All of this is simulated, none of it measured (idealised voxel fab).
The name of this process module is voxel self aligned vias.
For reference, the cross-section in this document is cut, with width 295 nm and square cells of 5 nm.
When this document writes out a cross-section, it uses a grid of square cells and lists it as bands, beginning at the top and moving down, with a band standing for one or more rows of cells.
Within each band entry, the heights of the top and of the bottom of the band appear first, in that order and in nm; the materials of the band then follow from left to right, each with its corresponding width in nm. The designation "everywhere" on a single material indicates that it fills the band from edge to edge; the designation "blank" indicates empty space.
Heads up on the height convention: 0 is the point under which the incoming wafer is all one material, and the lowest band has no bottom, it just keeps going down, like "top 0, no bottom".
With a width like "30..40", each row of cells in the band differs from the next by the same amount, the top row carrying the first number and the bottom row the second.
The designation "left unchanged", where it is given for a processing step, indicates that no cell of the cross-section was altered in the course of that step.
"Voids, fully enclosed" lists enclosed empty spaces (at least 8 cells, no open path upward to the top), each as width x height at distance from the left edge, in nm.
That trailing text on a step's line, after the settings, is the simulator's own remark on the step.
overlay nm: right-of-plan distance of the mask on a masked step; negative values mean left-of-plan.
[So here's the lineup of process steps we planned]
1 op RECEIVE | material Si
2 op CONFORMAL_DEP | material SiO2 | thk nm 10
3 op CONFORMAL_DEP | material SiCN | thk nm 5
4 op DIRECTIONAL_DEP | material lowk | thk nm 30
5 op DIRECTIONAL_DEP | material aC | thk nm 10
6 op PATTERN | tone open | mask id LINES | material resist | width nm 20 | pitch nm 55 | thk nm 25 | overlay nm 0
7 op DIRECTIONAL_ETCH | etch materials aC | depth nm 10
8 op STRIP | etch materials resist
9 op DIRECTIONAL_ETCH | etch materials lowk | depth nm 30
10 op STRIP | etch materials aC
11 op CONFORMAL_DEP | material TiN | thk nm 5
12 op FILL_DEP | material Ru | thk nm 5
13 op CMP | height nm 45
14 op SELECTIVE_ETCH | etch materials W Ru TiN | depth nm 5
15 op FILL_DEP | material SiN | thk nm 5
16 op CMP | height nm 45
17 op DIRECTIONAL_DEP | material lowk | thk nm 15
18 op DIRECTIONAL_DEP | material aC | thk nm 15
19 op PATTERN | tone open | mask id VIAS | material resist | width nm 30 | thk nm 30 | overlay nm 0
20 op DIRECTIONAL_ETCH | etch materials aC | depth nm 15
21 op STRIP | etch materials resist
22 op DIRECTIONAL_ETCH | etch materials lowk | depth nm 15
23 op DIRECTIONAL_ETCH | etch materials SiN | depth nm 5
24 op STRIP | etch materials aC
25 op CONFORMAL_DEP | material TiN | thk nm 5
26 op FILL_DEP | material Cu | thk nm 5
27 op CMP | height nm 60
28 op CONFORMAL_DEP | material SiN | thk nm 5
[Wafer cross-section on receipt, i.e. after step 1]
	top 0, no bottom: Si everywhere
	Voids, fully enclosed: none
[Wafer cross-section at module end: first of two, run to plan]
	top 65, bottom 60: SiN everywhere
	top 60, bottom 50: lowk 105  TiN 5  Cu 20  TiN 5  lowk 160
	top 50, bottom 45: lowk 105  TiN 10  Cu 10  TiN 10  lowk 160
	top 45, bottom 40: lowk 110  TiN 20  lowk 35  SiN 20  lowk 110
	top 40, bottom 20: lowk 110  TiN 5  Ru 10  TiN 5  lowk 35  TiN 5  Ru 10  TiN 5  lowk 110
	top 20, bottom 15: lowk 110  TiN 20  lowk 35  TiN 20  lowk 110
	top 15, bottom 10: SiCN everywhere
	top 10, bottom 0: SiO2 everywhere
	top 0, no bottom: Si everywhere
	Voids, fully enclosed: none
[End-of-module cross-section of the second wafer: identical starting point and process plan to the first, with one processing mistake]
	top 65, bottom 60: SiN everywhere
	top 60, bottom 50: lowk 100  TiN 5  Cu 30  TiN 5  lowk 155
	top 50, bottom 45: lowk 100  TiN 15  Cu 10  TiN 15  lowk 155
	top 45, bottom 40: lowk 110  TiN 20  lowk 35  SiN 20  lowk 110
	top 40, bottom 20: lowk 110  TiN 5  Ru 10  TiN 5  lowk 35  TiN 5  Ru 10  TiN 5  lowk 110
	top 20, bottom 15: lowk 110  TiN 20  lowk 35  TiN 20  lowk 110
	top 15, bottom 10: SiCN everywhere
	top 10, bottom 0: SiO2 everywhere
	top 0, no bottom: Si everywhere
	Voids, fully enclosed: none
In executing the process, a mistake was made relative to the plan: step 19 deviated from plan and actually ran as op PATTERN | tone open | mask id VIAS | material resist | width nm 40 | thk nm 30 | overlay nm 0
Wrapping up, a cell-based count of both wafers puts the second over or under the first for these materials: +4 Cu; +2 TiN; -6 lowk
